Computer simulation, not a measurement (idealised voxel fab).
Name of the process module below: voxel wiring stack
Xsec cut, 145 nm wide, square cell size 5 nm.
For the purposes of this document, a cross-section shall be understood as a grid of square cells, specified as bands listed in top-to-bottom order, each band consisting of one or more rows of cells.
What a band's entry tells you: where the top is and where the bottom is, as heights in nm, and after that what lies inside, material by material from left to right, each with its width in nm. Empty space is written as the word "empty", and a single material marked with the word "full width" occupies the band from edge to edge.
The level at which height equals 0 is the one under which the wafer, as it arrives, is entirely one material. No lower edge exists for the bottom band, which continues downward and is notated as in "0 down".
Width "30->40": first value at the band's top row of cells, second value at its bottom row, equal change from row to row.
"changes: none" for a step: no cell of the cross-section changed in that step.
Entry "Fully closed voids" = empty spaces >= 8 cells with no open way to the top; each as width x height at distance, distance from left edge, all nm.
Text after the settings on a step's line: the simulator's own remark on that step.
overlay nm: on a step with a mask, how far right of its planned place the mask lay; negative means left.
# List of planned process steps
| 1 | RECEIVE, material Si |
| 2 | CONFORMAL_DEP, material SiO2, thk nm 15 |
| 3 | DIRECTIONAL_DEP, material TiN, thk nm 5 |
| 4 | DIRECTIONAL_DEP, material W, thk nm 15 |
| 5 | MASKED_ETCH, tone cover, mask id METAL_1, width nm 30, pitch nm 60, etch materials W, depth nm 15, overlay nm 0 |
| 6 | MASKED_ETCH, tone cover, mask id METAL_1, width nm 30, pitch nm 60, etch materials TiN, depth nm 5, overlay nm 0 |
| 7 | FILL_DEP, material SiO2, thk nm 5 |
| 8 | CMP, height nm 35 |
| 9 | CONFORMAL_DEP, material SiCN, thk nm 5 |
| 10 | DIRECTIONAL_DEP, material SiO2, thk nm 10 |
| 11 | MASKED_ETCH, tone open, mask id PLUG_1, width nm 15, etch materials SiO2, depth nm 10, overlay nm 0 |
| 12 | MASKED_ETCH, tone open, mask id PLUG_1, width nm 15, etch materials SiCN, depth nm 5, overlay nm 0 |
| 13 | CONFORMAL_DEP, material TiN, thk nm 5 |
| 14 | FILL_DEP, material Cu, thk nm 5 |
| 15 | CMP, height nm 50 |
| 16 | CONFORMAL_DEP, material SiN, thk nm 5 |
| 17 | DIRECTIONAL_DEP, material lowk, thk nm 15 |
| 18 | MASKED_ETCH, tone open, mask id METAL_2, width nm 30, pitch nm 60, etch materials lowk, depth nm 15, overlay nm 0 |
| 19 | MASKED_ETCH, tone open, mask id METAL_2, width nm 30, pitch nm 60, etch materials SiN, depth nm 5, overlay nm 0 |
| 20 | CONFORMAL_DEP, material TiN, thk nm 5 |
| 21 | FILL_DEP, material Cu, thk nm 10 |
| 22 | CMP, height nm 70 |
| 23 | CONFORMAL_DEP, material SiCN, thk nm 5 |
| 24 | DIRECTIONAL_DEP, material lowk, thk nm 30 |
| 25 | MASKED_ETCH, tone open, mask id METAL_3, width nm 30, pitch nm 60, etch materials lowk, depth nm 15, overlay nm 0 |
| 26 | MASKED_ETCH, tone open, mask id METAL_3_HOLES, width nm 15, etch materials lowk, depth nm 15, overlay nm 0 |
| 27 | MASKED_ETCH, tone open, mask id METAL_3_HOLES, width nm 15, etch materials SiCN, depth nm 5, overlay nm 0 |
| 28 | CONFORMAL_DEP, material TiN, thk nm 5 |
| 29 | FILL_DEP, material Cu, thk nm 10 |
| 30 | CMP, height nm 105 |
| 31 | CONFORMAL_DEP, material SiCN, thk nm 5 |
| 32 | DIRECTIONAL_DEP, material lowk, thk nm 10 |
| 33 | DIRECTIONAL_DEP, material aC, thk nm 15 |
| 34 | PATTERN, tone open, mask id PLUG_3, material resist, width nm 15, thk nm 30, overlay nm 0 |
| 35 | DIRECTIONAL_ETCH, etch materials aC, depth nm 15 |
| 36 | STRIP, etch materials resist |
| 37 | DIRECTIONAL_ETCH, etch materials lowk, depth nm 10 |
| 38 | DIRECTIONAL_ETCH, etch materials SiCN, depth nm 5 |
| 39 | STRIP, etch materials aC |
| 40 | EPI, material Ru, thk nm 10 |
| 41 | EPI, material Ru, thk nm 5 |
| 42 | DIRECTIONAL_DEP, material TiN, thk nm 5 |
| 43 | DIRECTIONAL_DEP, material W, thk nm 15 |
| 44 | PATTERN, tone cover, mask id METAL_4, material resist, width nm 30, pitch nm 60, thk nm 20, overlay nm 0 |
| 45 | DIRECTIONAL_ETCH, etch materials W, depth nm 15 |
| 46 | DIRECTIONAL_ETCH, etch materials TiN, depth nm 5 |
| 47 | STRIP, etch materials resist |
| 48 | FILL_DEP, material SiO2, thk nm 5 |
| 49 | CMP, height nm 140 |
| 50 | CONFORMAL_DEP, material SiCN, thk nm 5 |
# Wafer cross-section on receipt, i.e. after step 1
    0 down  Si full width
    Fully closed voids: none
# Post-module cross-section of the first of two wafers (run per plan)
    145 to 140  SiCN full width
    140 to 125  SiO2 25, W 30, SiO2 30, W 30, SiO2 30
    125 to 120  SiO2 25, TiN 30, SiO2 30, TiN 30, SiO2 30
    120 to 110  lowk 25, Ru 15, lowk 105
    110 to 105  SiCN 25, Ru 15, SiCN 105
    105 to 95  lowk 25, TiN 5, Cu 20, TiN 5, lowk 30, TiN 5, Cu 20, TiN 5, lowk 30
    95 to 90  lowk 25, TiN 5, Cu 5, TiN 20, lowk 30, TiN 30, lowk 30
    90 to 75  lowk 25, TiN 5, Cu 5, TiN 5, lowk 105
    75 to 70  SiCN 25, TiN 15, SiCN 105
    70 to 55  lowk 25, TiN 5, Cu 20, TiN 5, lowk 30, TiN 5, Cu 20, TiN 5, lowk 30
    55 to 50  SiN 25, TiN 30, SiN 30, TiN 30, SiN 30
    50 to 40  SiO2 25, TiN 5, Cu 5, TiN 5, SiO2 105
    40 to 35  SiCN 25, TiN 15, SiCN 105
    35 to 20  SiO2 25, W 30, SiO2 30, W 30, SiO2 30
    20 to 15  SiO2 25, TiN 30, SiO2 30, TiN 30, SiO2 30
    15 to 0  SiO2 full width
    0 down  Si full width
    Fully closed voids: none
# This is the second of the two wafers, cross-sectioned at the end of the module; it started exactly like the first and was given the same plan, but it was run with one mistake
    145 to 140  SiCN full width
    140 to 135  SiO2 25, W 30, SiO2 30, W 30, SiO2 30
    135 to 130  SiO2 25, TiN 30, SiO2 30, TiN 30, SiO2 30
    130 to 120  TiN full width
    120 to 110  lowk 25, Ru 15, lowk 105
    110 to 105  SiCN 25, Ru 15, SiCN 105
    105 to 95  lowk 25, TiN 5, Cu 20, TiN 5, lowk 30, TiN 5, Cu 20, TiN 5, lowk 30
    95 to 90  lowk 25, TiN 5, Cu 5, TiN 20, lowk 30, TiN 30, lowk 30
    90 to 75  lowk 25, TiN 5, Cu 5, TiN 5, lowk 105
    75 to 70  SiCN 25, TiN 15, SiCN 105
    70 to 55  lowk 25, TiN 5, Cu 20, TiN 5, lowk 30, TiN 5, Cu 20, TiN 5, lowk 30
    55 to 50  SiN 25, TiN 30, SiN 30, TiN 30, SiN 30
    50 to 40  SiO2 25, TiN 5, Cu 5, TiN 5, SiO2 105
    40 to 35  SiCN 25, TiN 15, SiCN 105
    35 to 20  SiO2 25, W 30, SiO2 30, W 30, SiO2 30
    20 to 15  SiO2 25, TiN 30, SiO2 30, TiN 30, SiO2 30
    15 to 0  SiO2 full width
    0 down  Si full width
    Fully closed voids: none
What went wrong in running the wafer? step 42 ran differently from the plan; actual operation with settings: DIRECTIONAL_DEP, material TiN, thk nm 15
Materials where the second wafer ends with more or fewer cells than the first: 34 fewer of SiO2 | 58 more of TiN | 24 fewer of W
